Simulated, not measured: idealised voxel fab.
A process module follows: voxel capacitor over wiring.
For reference, the cross-section in this document is cut, with width 170 nm and square cells of 5 nm.
Format of a cross-section: grid, square cells. Given as bands. Order: top down. Band: one or more rows of cells. Band: top height; bottom height; in nm. Then, left to right: material with width in nm, for each material. "throughout": a single material spanning edge to edge. "blank": empty space. Below 0: as-received wafer, all one material; heights counted from there. Lowest band: no bottom, goes on down, written "0..down". Graded width ("30->40"): value in top row of band = first number; value in bottom row = second number; row-to-row change constant. Reading "no alterations made" for a step: not a cell of the cross-section changed in it. Enclosed voids (no open way to top), threshold 8 cells or more, entry "Enclosed void catalog", notation width x height at distance, distance from left edge, nm. Past the settings on a step's line: simulator remark, on that step. overlay nm: where the mask lay relative to plan, measured to the right, on steps with a mask; negatives go left.
[These are the steps we planned for the process]
| 1 | RECEIVE with material Si |
| 2 | CONFORMAL_DEP with material SiO2, thk nm 10 |
| 3 | CONFORMAL_DEP with material SiCN, thk nm 5 |
| 4 | DIRECTIONAL_DEP with material lowk, thk nm 25 |
| 5 | MASKED_ETCH with tone open, mask id METAL_1, width nm 30, pitch nm 100, etch materials lowk, depth nm 25, overlay nm 0 |
| 6 | MASKED_ETCH with tone open, mask id METAL_1, width nm 30, pitch nm 100, etch materials SiCN, depth nm 5, overlay nm 0 |
| 7 | CONFORMAL_DEP with material TiN, thk nm 5 |
| 8 | FILL_DEP with material Ru, thk nm 5 |
| 9 | CMP with height nm 40 |
| 10 | CONFORMAL_DEP with material SiCN, thk nm 5 |
| 11 | DIRECTIONAL_DEP with material SiO2, thk nm 10 |
| 12 | DIRECTIONAL_DEP with material aC, thk nm 10 |
| 13 | PATTERN with tone open, mask id PLUG_1, material resist, width nm 15, thk nm 30, overlay nm 0 |
| 14 | DIRECTIONAL_ETCH with etch materials aC, depth nm 10 |
| 15 | STRIP with etch materials resist |
| 16 | DIRECTIONAL_ETCH with etch materials SiO2, depth nm 10 |
| 17 | DIRECTIONAL_ETCH with etch materials SiCN, depth nm 5 |
| 18 | STRIP with etch materials aC |
| 19 | EPI with material Ru, thk nm 10 |
| 20 | EPI with material Ru, thk nm 5 |
| 21 | DIRECTIONAL_DEP with material TiN, thk nm 5 |
| 22 | DIRECTIONAL_DEP with material SiN, thk nm 5 |
| 23 | DIRECTIONAL_DEP with material TiN, thk nm 5 |
| 24 | DIRECTIONAL_DEP with material aC, thk nm 10 |
| 25 | PATTERN with tone cover, mask id UPPER_PLATE, material resist, width nm 75, thk nm 30, overlay nm 0 |
| 26 | DIRECTIONAL_ETCH with etch materials aC, depth nm 10 |
| 27 | STRIP with etch materials resist |
| 28 | DIRECTIONAL_ETCH with etch materials TiN, depth nm 5 |
| 29 | DIRECTIONAL_ETCH with etch materials SiN, depth nm 5 |
| 30 | STRIP with etch materials aC |
| 31 | PATTERN with tone cover, mask id LOWER_PLATE, material resist, width nm 85, thk nm 20, overlay nm 0 |
| 32 | DIRECTIONAL_ETCH with etch materials TiN, depth nm 5 |
| 33 | STRIP with etch materials resist |
| 34 | FILL_DEP with material SiO2, thk nm 20 |
| 35 | CMP with height nm 85 |
| 36 | PATTERN with tone open, mask id PLUG_2, material resist, width nm 15, thk nm 15, overlay nm 0 |
| 37 | DIRECTIONAL_ETCH with etch materials SiO2, depth nm 15 |
| 38 | STRIP with etch materials resist |
| 39 | CONFORMAL_DEP with material TiN, thk nm 5 |
| 40 | FILL_DEP with material W, thk nm 10 |
| 41 | CMP with height nm 85 |
| 42 | CONFORMAL_DEP with material SiN, thk nm 5 |
[First of two wafers, processed according to plan]
[as received, after step 1]
	0..down  Si throughout
	Enclosed void catalog: none
[Cross-section of the wafer subsequent to step 2]
	10..0  SiO2 throughout
	Note: structure below 0 unchanged.
[Cross-section of the wafer subsequent to step 3]
	15..10  SiCN throughout
	Note: structure below 10 unchanged.
[Cross-section of the wafer subsequent to step 4]
	40..15  lowk throughout
	Note: structure below 15 unchanged.
[Cross-section of the wafer subsequent to step 5]
	40..15  20 of lowk  30 of blank  70 of lowk  30 of blank  20 of lowk
	Note: structure below 15 unchanged.
[Cross-section of the wafer subsequent to step 6]
	40..15  20 of lowk  30 of blank  70 of lowk  30 of blank  20 of lowk
	15..10  20 of SiCN  30 of blank  70 of SiCN  30 of blank  20 of SiCN
	Note: structure below 10 unchanged.
[Cross-section of the wafer subsequent to step 7]
	45..40  25 of TiN  20 of blank  80 of TiN  20 of blank  25 of TiN
	40..15  20 of lowk  5 of TiN  20 of blank  5 of TiN  70 of lowk  5 of TiN  20 of blank  5 of TiN  20 of lowk
	15..10  20 of SiCN  30 of TiN  70 of SiCN  30 of TiN  20 of SiCN
	Note: structure below 10 unchanged.
[Cross-section of the wafer subsequent to step 8]
	50..45  Ru throughout
	45..40  25 of TiN  20 of Ru  80 of TiN  20 of Ru  25 of TiN
	40..15  20 of lowk  5 of TiN  20 of Ru  5 of TiN  70 of lowk  5 of TiN  20 of Ru  5 of TiN  20 of lowk
	Note: structure below 15 unchanged.
[Cross-section of the wafer subsequent to step 9]
	40..15  20 of lowk  5 of TiN  20 of Ru  5 of TiN  70 of lowk  5 of TiN  20 of Ru  5 of TiN  20 of lowk
	Note: structure below 15 unchanged.
[Cross-section of the wafer subsequent to step 10]
	45..40  SiCN throughout
	Note: structure below 40 unchanged.
[Cross-section of the wafer subsequent to step 11]
	55..45  SiO2 throughout
	Note: structure below 45 unchanged.
[Cross-section of the wafer subsequent to step 12]
	65..55  aC throughout
	Note: structure below 55 unchanged.
[Cross-section of the wafer subsequent to step 13]
	95..65  35 of resist  15 of blank  120 of resist
	Note: structure below 65 unchanged.
[Cross-section of the wafer subsequent to step 14]
	85..65  35 of resist  15 of blank  120 of resist
	65..55  35 of aC  15 of blank  120 of aC
	Note: structure below 55 unchanged.
[Cross-section of the wafer subsequent to step 15]
	65..55  35 of aC  15 of blank  120 of aC
	Note: structure below 55 unchanged.
[Cross-section of the wafer subsequent to step 16]
	65..55  35 of aC  15 of blank  120 of aC
	55..45  35 of SiO2  15 of blank  120 of SiO2
	Note: structure below 45 unchanged.
[Cross-section of the wafer subsequent to step 17]
	65..55  35 of aC  15 of blank  120 of aC
	55..45  35 of SiO2  15 of blank  120 of SiO2
	45..40  35 of SiCN  15 of blank  120 of SiCN
	Note: structure below 40 unchanged.
[Cross-section of the wafer subsequent to step 18]
	55..45  35 of SiO2  15 of blank  120 of SiO2
	Note: structure below 45 unchanged.
[Cross-section of the wafer subsequent to step 19]
	55..50  35 of SiO2  15 of blank  120 of SiO2
	50..45  35 of SiO2  15 of Ru  120 of SiO2
	45..40  35 of SiCN  15 of Ru  120 of SiCN
	Note: structure below 40 unchanged.
[Cross-section of the wafer subsequent to step 20]
	55..45  35 of SiO2  15 of Ru  120 of SiO2
	Note: structure below 45 unchanged.
[Cross-section of the wafer subsequent to step 21]
	60..55  TiN throughout
	Note: structure below 55 unchanged.
[Cross-section of the wafer subsequent to step 22]
	65..60  SiN throughout
	Note: structure below 60 unchanged.
[Cross-section of the wafer subsequent to step 23]
	70..65  TiN throughout
	Note: structure below 65 unchanged.
[Cross-section of the wafer subsequent to step 24]
	80..70  aC throughout
	Note: structure below 70 unchanged.
[Cross-section of the wafer subsequent to step 25]
	110..80  35 of blank  75 of resist  60 of blank
	Note: structure below 80 unchanged.
[Cross-section of the wafer subsequent to step 26]
	100..80  35 of blank  75 of resist  60 of blank
	80..70  35 of blank  75 of aC  60 of blank
	Note: structure below 70 unchanged.
[Cross-section of the wafer subsequent to step 27]
	80..70  35 of blank  75 of aC  60 of blank
	Note: structure below 70 unchanged.
[Cross-section of the wafer subsequent to step 28]
	80..70  35 of blank  75 of aC  60 of blank
	70..65  35 of blank  75 of TiN  60 of blank
	Note: structure below 65 unchanged.
[Cross-section of the wafer subsequent to step 29]
	80..70  35 of blank  75 of aC  60 of blank
	70..65  35 of blank  75 of TiN  60 of blank
	65..60  35 of blank  75 of SiN  60 of blank
	Note: structure below 60 unchanged.
[Cross-section of the wafer subsequent to step 30]
	70..65  35 of blank  75 of TiN  60 of blank
	Note: structure below 65 unchanged.
[Cross-section of the wafer subsequent to step 31]
	90..70  30 of blank  85 of resist  55 of blank
	70..65  30 of blank  5 of resist  75 of TiN  5 of resist  55 of blank
	65..60  30 of blank  5 of resist  75 of SiN  5 of resist  55 of blank
	Note: structure below 60 unchanged.
[Cross-section of the wafer subsequent to step 32]
	90..70  30 of blank  85 of resist  55 of blank
	70..65  30 of blank  5 of resist  75 of TiN  5 of resist  55 of blank
	65..60  30 of blank  5 of resist  75 of SiN  5 of resist  55 of blank
	60..55  30 of blank  85 of TiN  55 of blank
	Note: structure below 55 unchanged.
[Cross-section of the wafer subsequent to step 33]
	70..65  35 of blank  75 of TiN  60 of blank
	65..60  35 of blank  75 of SiN  60 of blank
	Note: structure below 60 unchanged.
[Cross-section of the wafer subsequent to step 34]
	90..70  SiO2 throughout
	70..65  35 of SiO2  75 of TiN  60 of SiO2
	65..60  35 of SiO2  75 of SiN  60 of SiO2
	60..55  30 of SiO2  85 of TiN  55 of SiO2
	Note: structure below 55 unchanged.
[Cross-section of the wafer subsequent to step 35]
	85..70  SiO2 throughout
	Note: structure below 70 unchanged.
[Cross-section of the wafer subsequent to step 36]
	100..85  45 of resist  15 of blank  110 of resist
	Note: structure below 85 unchanged.
[Cross-section of the wafer subsequent to step 37]
	100..85  45 of resist  15 of blank  110 of resist
	85..70  45 of SiO2  15 of blank  110 of SiO2
	Note: structure below 70 unchanged.
[Cross-section of the wafer subsequent to step 38]
	85..70  45 of SiO2  15 of blank  110 of SiO2
	Note: structure below 70 unchanged.
[Cross-section of the wafer subsequent to step 39]
	90..85  50 of TiN  5 of blank  115 of TiN
	85..75  45 of SiO2  5 of TiN  5 of blank  5 of TiN  110 of SiO2
	75..65  45->35 of SiO2  15->75 of TiN  110->60 of SiO2
	Note: structure below 65 unchanged.
[Cross-section of the wafer subsequent to step 40]
	100..90  W throughout
	90..85  50 of TiN  5 of W  115 of TiN
	85..75  45 of SiO2  5 of TiN  5 of W  5 of TiN  110 of SiO2
	Note: structure below 75 unchanged.
[Cross-section of the wafer subsequent to step 41]
	85..75  45 of SiO2  5 of TiN  5 of W  5 of TiN  110 of SiO2
	Note: structure below 75 unchanged.
[Cross-section of the wafer subsequent to step 42]
	90..85  SiN throughout
	Note: structure below 85 unchanged.
[Second wafer: same start and same plan as the first, one execution error; identical to the first through step 20]
Look at the second wafer in cross-section at the time step 21 ought to have finished: no alterations made
[Look at the second wafer in cross-section at the time step 22 ought to have finished]
	60..55  SiN throughout
	Note: structure below 55 unchanged.
[Look at the second wafer in cross-section at the time step 23 ought to have finished]
	65..60  TiN throughout
	Note: structure below 60 unchanged.
[Look at the second wafer in cross-section at the time step 24 ought to have finished]
	75..65  aC throughout
	Note: structure below 65 unchanged.
[Look at the second wafer in cross-section at the time step 25 ought to have finished]
	105..75  35 of blank  75 of resist  60 of blank
	Note: structure below 75 unchanged.
[Look at the second wafer in cross-section at the time step 26 ought to have finished]
	95..75  35 of blank  75 of resist  60 of blank
	75..65  35 of blank  75 of aC  60 of blank
	Note: structure below 65 unchanged.
[Look at the second wafer in cross-section at the time step 27 ought to have finished]
	75..65  35 of blank  75 of aC  60 of blank
	Note: structure below 65 unchanged.
[Look at the second wafer in cross-section at the time step 28 ought to have finished]
	75..65  35 of blank  75 of aC  60 of blank
	65..60  35 of blank  75 of TiN  60 of blank
	Note: structure below 60 unchanged.
[Look at the second wafer in cross-section at the time step 29 ought to have finished]
	75..65  35 of blank  75 of aC  60 of blank
	65..60  35 of blank  75 of TiN  60 of blank
	60..55  35 of blank  75 of SiN  60 of blank
	Note: structure below 55 unchanged.
[Look at the second wafer in cross-section at the time step 30 ought to have finished]
	65..60  35 of blank  75 of TiN  60 of blank
	Note: structure below 60 unchanged.
[Look at the second wafer in cross-section at the time step 31 ought to have finished]
	85..65  30 of blank  85 of resist  55 of blank
	65..60  30 of blank  5 of resist  75 of TiN  5 of resist  55 of blank
	60..55  30 of blank  5 of resist  75 of SiN  5 of resist  55 of blank
	Note: structure below 55 unchanged.
Look at the second wafer in cross-section at the time step 32 ought to have finished: no alterations made
[Look at the second wafer in cross-section at the time step 33 ought to have finished]
	65..60  35 of blank  75 of TiN  60 of blank
	60..55  35 of blank  75 of SiN  60 of blank
	Note: structure below 55 unchanged.
[Look at the second wafer in cross-section at the time step 34 ought to have finished]
	85..65  SiO2 throughout
	65..60  35 of SiO2  75 of TiN  60 of SiO2
	60..55  35 of SiO2  75 of SiN  60 of SiO2
	Note: structure below 55 unchanged.
Look at the second wafer in cross-section at the time step 35 ought to have finished: no alterations made
[Look at the second wafer in cross-section at the time step 36 ought to have finished]
	100..85  45 of resist  15 of blank  110 of resist
	Note: structure below 85 unchanged.
[Look at the second wafer in cross-section at the time step 37 ought to have finished]
	100..85  45 of resist  15 of blank  110 of resist
	85..70  45 of SiO2  15 of blank  110 of SiO2
	Note: structure below 70 unchanged.
[Look at the second wafer in cross-section at the time step 38 ought to have finished]
	85..70  45 of SiO2  15 of blank  110 of SiO2
	Note: structure below 70 unchanged.
[Look at the second wafer in cross-section at the time step 39 ought to have finished]
	90..85  50 of TiN  5 of blank  115 of TiN
	85..75  45 of SiO2  5 of TiN  5 of blank  5 of TiN  110 of SiO2
	75..70  45 of SiO2  15 of TiN  110 of SiO2
	Note: structure below 70 unchanged.
[Look at the second wafer in cross-section at the time step 40 ought to have finished]
	100..90  W throughout
	90..85  50 of TiN  5 of W  115 of TiN
	85..75  45 of SiO2  5 of TiN  5 of W  5 of TiN  110 of SiO2
	Note: structure below 75 unchanged.
[Look at the second wafer in cross-section at the time step 41 ought to have finished]
	85..75  45 of SiO2  5 of TiN  5 of W  5 of TiN  110 of SiO2
	Note: structure below 75 unchanged.
[Look at the second wafer in cross-section at the time step 42 ought to have finished]
	90..85  SiN throughout
	Note: structure below 85 unchanged.
Short version of what went wrong: the run left out plan step 21 entirely, so it was never executed
The final cell counts differ between the wafers, with the second having more or fewer of some materials than the first: SiO2: 17 more, TiN: 17 fewer
